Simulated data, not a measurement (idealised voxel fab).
The process module presented herein is designated voxel capacitor over wiring.
Xsec cut, 225 nm wide, square cell size 5 nm.
Heads up, the way a cross-section reads in here is a grid of square cells, handed over as bands from the top down, with every band being one or more rows of cells. A band entry consists of two parts. The first gives the height of the band's top and the height of its bottom, in nm. The rest lists the band's materials from left to right, each with its width in nm. A single material labelled with the word "edge to edge" fills the band from edge to edge, and the word "blank" marks empty space. Convention: height 0 is the level below which the wafer, as received, is all one material. The lowest band does not terminate at the bottom but continues downward, represented as "0 and below". With a width like "30 to 40", each row of cells in the band differs from the next by the same amount, the top row carrying the first number and the bottom row the second. What does "identical to before" mean for a step? It means no cell of the cross-section changed in that step. Listed in "Sealed void listing": every empty space of 8 or more cells without an open way to the top. Form: width x height at distance, the distance being from the left edge, all in nm. On each step's line, the part that comes after the settings is the simulator's own comment on the step. Regarding "overlay nm": on a step with a mask, it is the distance the mask lay to the right of its planned place; a negative value places it to the left.

The steps planned for the process are as follows:
1,RECEIVE | material Si
2,CONFORMAL_DEP | material SiO2 | thk nm 10
3,CONFORMAL_DEP | material SiCN | thk nm 5
4,DIRECTIONAL_DEP | material SiO2 | thk nm 20
5,PATTERN | tone open | mask id METAL_1 | material resist | width nm 30 | pitch nm 100 | thk nm 20 | overlay nm 0
6,DIRECTIONAL_ETCH | etch materials SiO2 | depth nm 20
7,DIRECTIONAL_ETCH | etch materials SiCN | depth nm 5
8,STRIP | etch materials resist
9,CONFORMAL_DEP | material TiN | thk nm 5
10,FILL_DEP | material Cu | thk nm 10
11,CMP | height nm 35
12,EPI | material Ru | thk nm 5
13,FILL_DEP | material SiCN | thk nm 5
14,DIRECTIONAL_DEP | material lowk | thk nm 20
15,PATTERN | tone open | mask id PLUG_1 | material resist | width nm 15 | thk nm 20 | overlay nm 0
16,DIRECTIONAL_ETCH | etch materials lowk | depth nm 20
17,DIRECTIONAL_ETCH | etch materials SiCN | depth nm 5
18,STRIP | etch materials resist
19,CONFORMAL_DEP | material TiN | thk nm 5
20,FILL_DEP | material W | thk nm 10
21,CMP | height nm 65
22,DIRECTIONAL_DEP | material TiN | thk nm 10
23,DIRECTIONAL_DEP | material Al2O3 | thk nm 5
24,DIRECTIONAL_DEP | material TiN | thk nm 5
25,MASKED_ETCH | tone cover | mask id UPPER_PLATE | width nm 75 | etch materials TiN | depth nm 5 | overlay nm 0
26,MASKED_ETCH | tone cover | mask id UPPER_PLATE | width nm 75 | etch materials Al2O3 | depth nm 5 | overlay nm 0
27,PATTERN | tone cover | mask id LOWER_PLATE | material resist | width nm 85 | thk nm 15 | overlay nm 0
28,DIRECTIONAL_ETCH | etch materials TiN | depth nm 10
29,STRIP | etch materials resist
30,FILL_DEP | material SiO2 | thk nm 20
31,CMP | height nm 100
32,PATTERN | tone open | mask id PLUG_2 | material resist | width nm 15 | thk nm 15 | overlay nm 0
33,DIRECTIONAL_ETCH | etch materials SiO2 | depth nm 15
34,STRIP | etch materials resist
35,CONFORMAL_DEP | material TiN | thk nm 5
36,FILL_DEP | material W | thk nm 10
37,CMP | height nm 100
38,CONFORMAL_DEP | material SiN | thk nm 5

This is the cross-section of the wafer as we received it, i.e. after step 1:
	0 and below  Si edge to edge
	Sealed void listing: none

First of two wafers at the end of the module, shown in cross-section; run carried out as planned:
	105 down to 100  SiN edge to edge
	100 down to 90  SiO2 (70)  TiN (5)  W (5)  TiN (5)  SiO2 (140)
	90 down to 80  SiO2 (70 to 60)  TiN (15 to 75)  SiO2 (140 to 90)
	80 down to 75  SiO2 (60)  Al2O3 (75)  SiO2 (90)
	75 down to 65  SiO2 (55)  TiN (85)  SiO2 (85)
	65 down to 45  lowk (60)  TiN (5)  W (5)  TiN (5)  lowk (150)
	45 down to 40  SiCN (60)  TiN (15)  SiCN (150)
	40 down to 35  SiCN (40)  Ru (40)  SiCN (60)  Ru (40)  SiCN (45)
	35 down to 15  SiO2 (45)  TiN (5)  Cu (20)  TiN (5)  SiO2 (70)  TiN (5)  Cu (20)  TiN (5)  SiO2 (50)
	15 down to 10  SiCN (45)  TiN (30)  SiCN (70)  TiN (30)  SiCN (50)
	10 down to 0  SiO2 edge to edge
	0 and below  Si edge to edge
	Sealed void listing: none

Cross-section of the latter of the two wafers at module completion. It had an identical start and an identical plan to the former; in running it, one mistake was made:
	105 down to 100  SiN edge to edge
	100 down to 90  SiO2 (70)  TiN (5)  W (5)  TiN (5)  SiO2 (140)
	90 down to 80  SiO2 (70 to 60)  TiN (15 to 75)  SiO2 (140 to 90)
	80 down to 75  SiO2 (50)  Al2O3 (85)  SiO2 (90)
	75 down to 65  SiO2 (50)  TiN (90)  SiO2 (85)
	65 down to 45  lowk (60)  TiN (5)  W (5)  TiN (5)  lowk (150)
	45 down to 40  SiCN (60)  TiN (15)  SiCN (150)
	40 down to 35  SiCN (40)  Ru (40)  SiCN (60)  Ru (40)  SiCN (45)
	35 down to 15  SiO2 (45)  TiN (5)  Cu (20)  TiN (5)  SiO2 (70)  TiN (5)  Cu (20)  TiN (5)  SiO2 (50)
	15 down to 10  SiCN (45)  TiN (30)  SiCN (70)  TiN (30)  SiCN (50)
	10 down to 0  SiO2 edge to edge
	0 and below  Si edge to edge
	Sealed void listing: none
The plan and the run diverged here: contrary to plan, step 26 was performed as MASKED_ETCH | tone cover | mask id UPPER_PLATE | width nm 75 | etch materials Al2O3 | depth nm 5 | overlay nm -10
The second wafer ends with more or fewer cells of some materials than the first, per final count: Al2O3: 2 more, SiO2: 4 fewer, TiN: 2 more
